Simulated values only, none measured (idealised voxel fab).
process module | voxel double patterning
cross-section cut | 295 nm wide | cells 5 nm
A cross-section is a grid of square cells, given in bands from the top down. A band is one or more rows of cells.
Each band's line starts with the height of the band's top and of its bottom, in nm. Then come its materials from left to right, each with its width in nm. One material with "throughout" fills the band from edge to edge. "air" is empty space.
Height 0 is the level under which the wafer as received is all one material. The lowest band goes on downwards, as in "0 down".
A width such as "30 to 40" changes by the same amount from each row of cells to the next, from the band's top row to its bottom row.
"no change" after a step means that no cell of the cross-section changed.
closed voids: empty space of 8 cells or more with no open way to the top, each as width x height at its distance from the left edge, in nm
after a step's settings: what the simulator itself notes on the step
overlay nm, on a step with a mask: how far to the right of its planned place the mask lay; to the left if negative
plan
1 op RECEIVE | material Si
2 op CONFORMAL_DEP | material SiN | thk nm 10
3 op DIRECTIONAL_DEP | material SiO2 | thk nm 15
4 op DIRECTIONAL_DEP | material SiCN | thk nm 5
5 op PATTERN | tone open | mask id FIRST | material resist | width nm 15 | pitch nm 50 | thk nm 15 | overlay nm 0
6 op DIRECTIONAL_ETCH | etch materials SiCN | depth nm 5
7 op STRIP | etch materials resist
8 op DIRECTIONAL_DEP | material aC | thk nm 10
9 op PATTERN | tone open | mask id SECOND | material resist | width nm 15 | thk nm 30 | overlay nm 0
10 op DIRECTIONAL_ETCH | etch materials aC | depth nm 10
11 op STRIP | etch materials resist
12 op DIRECTIONAL_ETCH | etch materials SiCN | depth nm 5
13 op STRIP | etch materials aC
14 op DIRECTIONAL_ETCH | etch materials SiO2 | depth nm 15
15 op STRIP | etch materials SiCN
as received, after step 1
  0 down: Si throughout
  closed voids: none
first wafer at the end, as planned
  25 to 10: SiO2 115 | air 15 | SiO2 10 | air 15 | SiO2 10 | air 15 | SiO2 115
  10 to 0: SiN throughout
  0 down: Si throughout
  closed voids: none
second wafer at the end: like start, like plan, one mistake
  35 to 20: SiO2 115 | air 15 | SiO2 10 | air 15 | SiO2 10 | air 15 | SiO2 115
  20 to 10: SiO2 throughout
  10 to 0: SiN throughout
  0 down: Si throughout
  closed voids: none
what went wrong: step 3 ran as: op DIRECTIONAL_DEP | material SiO2 | thk nm 25
at the end the second wafer has, in cells: 118 more of SiO2
